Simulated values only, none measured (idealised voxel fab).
Process module under the name voxel transistor to metal
Cross-section cut: width 295 nm, square cells of 5 nm.
In what follows, cross-sections appear as grids of square cells, described through bands that run from the top down, where every band is one or more rows of cells. The entry gives the band's vertical extent as a top height and a bottom height in nm, then its horizontal make-up as materials from left to right, each with a width in nm. "air" stands for empty space; a single material marked "edge to edge" fills the band edge to edge. Zero point of the height axis is 0; under it, received wafer = one material. Lowest band: continues down indefinitely, "0 and below". Per-row width for "30 to 40": begins at first number (top row of band), ends at second number (bottom row), increment between rows held constant. Given "nothing different" for a step, no cell of the cross-section differs between before and after that step. Empty spaces without an open route to the top, at least 8 cells in extent, make up the entry "Closed internal cavities"; each is given as width x height at distance, where the distance is measured from the left edge, and all are in nm. Read whatever lies past the settings on a step's line as the simulator's own remark about the step. A step line may carry the setting "overlay nm", which, for steps involving a mask, states the distance by which the mask lay to the right of its intended position; negative values denote displacement to the left.
-- Steps in the process plan
1) RECEIVE (material Si)
2) OXIDIZE (depth nm 5)
3) CONFORMAL_DEP (material SiN; thk nm 10)
4) DIRECTIONAL_DEP (material aC; thk nm 15)
5) PATTERN (tone cover; mask id ACTIVE; material resist; width nm 110; pitch nm 140; thk nm 30; overlay nm 0)
6) DIRECTIONAL_ETCH (etch materials aC; depth nm 15)
7) STRIP (etch materials resist)
8) DIRECTIONAL_ETCH (etch materials SiN; depth nm 10)
9) DIRECTIONAL_ETCH (etch materials SiO2; depth nm 5)
10) DIRECTIONAL_ETCH (etch materials Si; depth nm 30)
11) STRIP (etch materials aC)
12) FILL_DEP (material SiO2; thk nm 5)
13) CMP (height nm 10)
14) SELECTIVE_ETCH (etch materials SiO2; depth nm 5)
15) STRIP (etch materials SiN)
16) SELECTIVE_ETCH (etch materials SiO2; depth nm 5)
17) OXIDIZE (depth nm 5)
18) DIRECTIONAL_DEP (material polySi; thk nm 30)
19) DIRECTIONAL_DEP (material SiCN; thk nm 10)
20) PATTERN (tone cover; mask id GATE; material resist; width nm 20; pitch nm 140; thk nm 20; overlay nm 0)
21) DIRECTIONAL_ETCH (etch materials SiCN; depth nm 20)
22) DIRECTIONAL_ETCH (etch materials polySi; depth nm 40)
23) STRIP (etch materials resist)
24) CONFORMAL_DEP (material SiO2; thk nm 5)
25) DIRECTIONAL_ETCH (etch materials SiO2; depth nm 5)
26) CONFORMAL_DEP (material SiN; thk nm 5)
27) DIRECTIONAL_ETCH (etch materials SiN; depth nm 5)
28) DIRECTIONAL_ETCH (etch materials SiO2; depth nm 5)
29) DIRECTIONAL_ETCH (etch materials Si; depth nm 10)
30) EPI (material SiGe; thk nm 15)
31) FILL_DEP (material SiO2; thk nm 5)
32) CMP (height nm 35)
33) DIRECTIONAL_DEP (material SiO2; thk nm 10)
34) PATTERN (tone open; mask id CONTACT; material resist; width nm 35; thk nm 15; overlay nm 0)
35) DIRECTIONAL_ETCH (etch materials SiO2; depth nm 40)
36) STRIP (etch materials resist)
37) CONFORMAL_DEP (material TiN; thk nm 5)
38) FILL_DEP (material Ru; thk nm 5)
39) CMP (height nm 45)
40) DIRECTIONAL_DEP (material TiN; thk nm 5)
41) DIRECTIONAL_DEP (material W; thk nm 20)
42) DIRECTIONAL_DEP (material aC; thk nm 10)
43) PATTERN (tone cover; mask id METAL_1; material resist; width nm 20; thk nm 25; overlay nm 0)
44) DIRECTIONAL_ETCH (etch materials aC; depth nm 10)
45) STRIP (etch materials resist)
46) DIRECTIONAL_ETCH (etch materials W; depth nm 20)
47) DIRECTIONAL_ETCH (etch materials TiN; depth nm 5)
48) STRIP (etch materials aC)
49) CONFORMAL_DEP (material SiN; thk nm 5)
50) FILL_DEP (material SiO2; thk nm 10)
51) CMP (height nm 70)
52) CONFORMAL_DEP (material SiCN; thk nm 5)
-- Cross-section, incoming material, after step 1
> 0 and below | Si edge to edge
> Closed internal cavities: none
-- Post-module cross-section: identical start and plan to those above, one misstep in execution
> 75 down to 70 | SiCN edge to edge
> 70 down to 50 | SiO2 15 nm, SiN 5 nm, W 20 nm, SiN 5 nm, SiO2 50 nm, SiN 5 nm, W 20 nm, SiN 5 nm, SiO2 30 nm, SiN 5 nm, W 20 nm, SiN 5 nm, SiO2 50 nm, SiN 5 nm, W 20 nm, SiN 5 nm, SiO2 30 nm
> 50 down to 45 | SiN 20 nm, TiN 20 nm, SiN 60 nm, TiN 20 nm, SiN 40 nm, TiN 20 nm, SiN 60 nm, TiN 20 nm, SiN 35 nm
> 45 down to 35 | SiO2 25 nm, TiN 5 nm, Ru 25 to 20 nm, TiN 5 to 10 nm, SiO2 30 nm, TiN 5 to 10 nm, Ru 25 to 20 nm, TiN 5 nm, SiO2 40 nm, TiN 5 nm, Ru 25 to 20 nm, TiN 5 to 10 nm, SiO2 30 nm, TiN 5 to 10 nm, Ru 25 to 20 nm, TiN 5 nm, SiO2 30 nm
> 35 down to 25 | SiO2 25 nm, TiN 5 nm, Ru 20 nm, TiN 5 nm, SiN 5 nm, SiO2 5 nm, SiCN 20 nm, SiO2 5 nm, SiN 5 nm, TiN 5 nm, Ru 20 nm, TiN 5 nm, SiO2 40 nm, TiN 5 nm, Ru 20 nm, TiN 5 nm, SiN 5 nm, SiO2 5 nm, SiCN 20 nm, SiO2 5 nm, SiN 5 nm, TiN 5 nm, Ru 20 nm, TiN 5 nm, SiO2 30 nm
> 25 down to 10 | SiO2 25 nm, TiN 5 nm, Ru 20 nm, TiN 5 nm, SiN 5 nm, SiO2 5 nm, polySi 20 nm, SiO2 5 nm, SiN 5 nm, TiN 5 nm, Ru 20 nm, TiN 5 nm, SiO2 40 nm, TiN 5 nm, Ru 20 nm, TiN 5 nm, SiN 5 nm, SiO2 5 nm, polySi 20 nm, SiO2 5 nm, SiN 5 nm, TiN 5 nm, Ru 20 nm, TiN 5 nm, SiO2 30 nm
> 10 down to 5 | SiO2 25 nm, TiN 30 nm, SiN 5 nm, SiO2 5 nm, polySi 20 nm, SiO2 5 nm, SiN 5 nm, TiN 30 nm, SiO2 40 nm, TiN 30 nm, SiN 5 nm, SiO2 5 nm, polySi 20 nm, SiO2 5 nm, SiN 5 nm, TiN 30 nm, SiO2 30 nm
> 5 down to 0 | SiO2 20 nm, SiGe 35 nm, SiN 5 nm, SiO2 5 nm, polySi 20 nm, SiO2 5 nm, SiN 5 nm, SiGe 35 nm, SiO2 30 nm, SiGe 35 nm, SiN 5 nm, SiO2 5 nm, polySi 20 nm, SiO2 5 nm, SiN 5 nm, SiGe 35 nm, SiO2 25 nm
> 0 down to -5 | SiO2 20 nm, SiN 5 nm, SiGe 30 nm, SiN 5 nm, SiO2 5 nm, polySi 20 nm, SiO2 5 nm, SiN 5 nm, SiGe 30 nm, SiN 5 nm, SiO2 30 nm, SiN 5 nm, SiGe 30 nm, SiN 5 nm, SiO2 5 nm, polySi 20 nm, SiO2 5 nm, SiN 5 nm, SiGe 30 nm, SiN 5 nm, SiO2 25 nm
> -5 down to -10 | SiO2 25 nm, SiGe 30 nm, SiO2 40 nm, SiGe 30 nm, SiO2 40 nm, SiGe 30 nm, SiO2 40 nm, SiGe 30 nm, SiO2 30 nm
> -10 down to -20 | SiO2 20 nm, Si 5 nm, SiGe 30 nm, Si 40 nm, SiGe 30 nm, Si 5 nm, SiO2 30 nm, Si 5 nm, SiGe 30 nm, Si 40 nm, SiGe 30 nm, Si 5 nm, SiO2 25 nm
> -20 down to -35 | SiO2 20 nm, Si 110 nm, SiO2 30 nm, Si 110 nm, SiO2 25 nm
> -35 and below | Si edge to edge
> Closed internal cavities: none
What broke from the plan during processing? step 43 ran with different settings than intended, the actual operation and settings being PATTERN (tone cover; mask id METAL_1; material resist; width nm 20; thk nm 25; overlay nm -5)
